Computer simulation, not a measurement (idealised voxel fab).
Herein follows the process module entitled voxel capacitor over wiring.
Xsec cut, 295 nm wide, square cell size 5 nm.
Square cells in a grid make up a cross-section in this document, and the grid is given as bands, listed from the top down, each one or more rows of cells.
Top height, bottom height, nm. Materials left to right, width each, nm. Single material + "everywhere" = fills band edge to edge. "blank" = empty.
Where do heights start? At 0: under that level the wafer as delivered is made of one material only. And the lowest band has no floor; it just carries on downward, as in "0..down".
A width given as "30->40" starts at the first number in the band's top row and ends at the second number in its bottom row, shifting by an equal amount at every step from row to row.
"no change occurred" for a step: no cell of the cross-section changed in that step.
If an empty space has no open way to the top and is at least 8 cells in size, "Unvented voids" lists it, written width x height at distance, where distance is measured from the left edge and every value is in nm.
Formally, on a step line, whatever follows the settings is a remark that the simulator itself makes on the step.
overlay nm, on a step with a mask: how far to the right of its planned place the mask lay; to the left if negative

# Planned process steps
- 1: RECEIVE (material Si)
- 2: CONFORMAL_DEP (material SiO2; thk nm 10)
- 3: CONFORMAL_DEP (material SiCN; thk nm 5)
- 4: DIRECTIONAL_DEP (material SiO2; thk nm 15)
- 5: DIRECTIONAL_DEP (material aC; thk nm 10)
- 6: PATTERN (tone open; mask id METAL_1; material resist; width nm 20; pitch nm 80; thk nm 25; overlay nm 0)
- 7: DIRECTIONAL_ETCH (etch materials aC; depth nm 10)
- 8: STRIP (etch materials resist)
- 9: DIRECTIONAL_ETCH (etch materials SiO2; depth nm 15)
- 10: DIRECTIONAL_ETCH (etch materials SiCN; depth nm 5)
- 11: STRIP (etch materials aC)
- 12: CONFORMAL_DEP (material TiN; thk nm 5)
- 13: FILL_DEP (material Cu; thk nm 10)
- 14: CMP (height nm 30)
- 15: CONFORMAL_DEP (material SiCN; thk nm 5)
- 16: DIRECTIONAL_DEP (material lowk; thk nm 15)
- 17: DIRECTIONAL_DEP (material aC; thk nm 10)
- 18: PATTERN (tone open; mask id PLUG_1; material resist; width nm 15; thk nm 30; overlay nm 0)
- 19: DIRECTIONAL_ETCH (etch materials aC; depth nm 10)
- 20: STRIP (etch materials resist)
- 21: DIRECTIONAL_ETCH (etch materials lowk; depth nm 15)
- 22: DIRECTIONAL_ETCH (etch materials SiCN; depth nm 5)
- 23: STRIP (etch materials aC)
- 24: CONFORMAL_DEP (material TiN; thk nm 5)
- 25: FILL_DEP (material Ru; thk nm 10)
- 26: CMP (height nm 50)
- 27: DIRECTIONAL_DEP (material TiN; thk nm 5)
- 28: DIRECTIONAL_DEP (material SiN; thk nm 5)
- 29: DIRECTIONAL_DEP (material TiN; thk nm 10)
- 30: PATTERN (tone cover; mask id UPPER_PLATE; material resist; width nm 65; thk nm 15; overlay nm 0)
- 31: DIRECTIONAL_ETCH (etch materials TiN; depth nm 10)
- 32: DIRECTIONAL_ETCH (etch materials SiN; depth nm 5)
- 33: STRIP (etch materials resist)
- 34: DIRECTIONAL_DEP (material aC; thk nm 10)
- 35: PATTERN (tone cover; mask id LOWER_PLATE; material resist; width nm 75; thk nm 25; overlay nm 0)
- 36: DIRECTIONAL_ETCH (etch materials aC; depth nm 10)
- 37: STRIP (etch materials resist)
- 38: DIRECTIONAL_ETCH (etch materials TiN; depth nm 5)
- 39: STRIP (etch materials aC)
- 40: FILL_DEP (material SiO2; thk nm 20)
- 41: CMP (height nm 85)
- 42: PATTERN (tone open; mask id PLUG_2; material resist; width nm 15; thk nm 15; overlay nm 0)
- 43: DIRECTIONAL_ETCH (etch materials SiO2; depth nm 15)
- 44: STRIP (etch materials resist)
- 45: CONFORMAL_DEP (material TiN; thk nm 5)
- 46: FILL_DEP (material Ru; thk nm 5)
- 47: CMP (height nm 85)
- 48: CONFORMAL_DEP (material SiN; thk nm 5)

# This is the cross-section of the wafer as we received it, i.e. after step 1
	0..down | Si everywhere
	Unvented voids: none

# What the wafer looks like in cross-section after this module, when it starts as shown above and follows the plan above but one mistake is made in running it
	90..85 | SiN everywhere
	85..75 | SiO2 (110); TiN (5); Ru (5); TiN (5); SiO2 (170)
	75..70 | SiO2 (110); TiN (15); SiO2 (170)
	70..65 | SiO2 everywhere
	65..55 | SiO2 (100); TiN (65); SiO2 (130)
	55..50 | SiO2 (95); TiN (75); SiO2 (125)
	50..35 | lowk (100); TiN (5); Ru (5); TiN (5); lowk (180)
	35..30 | SiCN (100); TiN (15); SiCN (180)
	30..15 | SiO2 (95); TiN (5); Cu (10); TiN (5); SiO2 (60); TiN (5); Cu (10); TiN (5); SiO2 (100)
	15..10 | SiCN (95); TiN (20); SiCN (60); TiN (20); SiCN (100)
	10..0 | SiO2 everywhere
	0..down | Si everywhere
	Unvented voids: none
Where did the run depart from the plan? step 28 of the plan never got run, it was skipped over
